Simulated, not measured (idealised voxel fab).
process module | voxel self aligned vias
Square cell edge 5 nm, section width 145 nm, ID cut.
For the purposes of this document, a cross-section shall be understood as a grid of square cells, specified as bands listed in top-to-bottom order, each band consisting of one or more rows of cells. Band entry format. Leading values: height of top, height of bottom, nm. Remainder: materials in left-to-right order, each with its width in nm. Special words: "edge to edge" on a single material, which then fills the band edge to edge; "blank", empty space. Height 0 is the level under which the wafer as received is all one material. The lowest band goes on downwards, as in "0 down". With a width like "30->40", each row of cells in the band differs from the next by the same amount, the top row carrying the first number and the bottom row the second. It should be understood that the words "all unchanged", when stated for a given step, signify that the cross-section underwent no change in any of its cells during that step. Cavities, closed: empty space of 8 cells or more with no open way to the top, each as width x height at its distance from the left edge, in nm. On each step's line, the part that comes after the settings is the simulator's own comment on the step. When a step includes a mask, the "overlay nm" setting on its line states how far to the right of its planned place that mask lay, and negative values state how far to the left.
THESE ARE THE STEPS WE PLANNED FOR THE PROCESS
1 RECEIVE [material Si]
2 CONFORMAL_DEP [material SiO2] [thk nm 15]
3 CONFORMAL_DEP [material SiCN] [thk nm 5]
4 DIRECTIONAL_DEP [material SiO2] [thk nm 20]
5 PATTERN [tone open] [mask id LINES] [material resist] [width nm 20] [pitch nm 50] [thk nm 20] [overlay nm 0]
6 DIRECTIONAL_ETCH [etch materials SiO2] [depth nm 20]
7 STRIP [etch materials resist]
8 CONFORMAL_DEP [material TiN] [thk nm 5]
9 FILL_DEP [material Ru] [thk nm 10]
10 CMP [height nm 40]
11 SELECTIVE_ETCH [etch materials W Ru TiN] [depth nm 5]
12 FILL_DEP [material SiN] [thk nm 5]
13 CMP [height nm 40]
14 DIRECTIONAL_DEP [material SiO2] [thk nm 15]
15 PATTERN [tone open] [mask id VIAS] [material resist] [width nm 30] [pitch nm 50] [thk nm 20] [overlay nm 0]
16 DIRECTIONAL_ETCH [etch materials SiO2] [depth nm 15]
17 DIRECTIONAL_ETCH [etch materials SiN] [depth nm 5]
18 STRIP [etch materials resist]
19 CONFORMAL_DEP [material TiN] [thk nm 5]
20 FILL_DEP [material W] [thk nm 10]
21 CMP [height nm 55]
22 CONFORMAL_DEP [material SiCN] [thk nm 5]
AS RECEIVED (POST STEP 1): CROSS-SECTION
  0 down  Si edge to edge
  Cavities, closed: none
END-OF-MODULE CROSS-SECTION. STARTING STRUCTURE AND PROCESS PLAN AS ABOVE; ONE MISTAKE MADE IN RUNNING IT
  60 to 55  SiCN edge to edge
  55 to 45  SiO2=30, TiN=5, W=20, TiN=5, SiO2=20, TiN=5, W=20, TiN=5, SiO2=35
  45 to 40  SiO2=30, TiN=10, W=10, TiN=10, SiO2=20, TiN=10, W=10, TiN=10, SiO2=35
  40 to 35  SiO2=35, TiN=20, SiO2=30, TiN=20, SiO2=40
  35 to 30  SiCN edge to edge
  30 to 0  SiO2 edge to edge
  0 down  Si edge to edge
  Cavities, closed: none
Processing error: heads up, step 2 of the plan got done twice
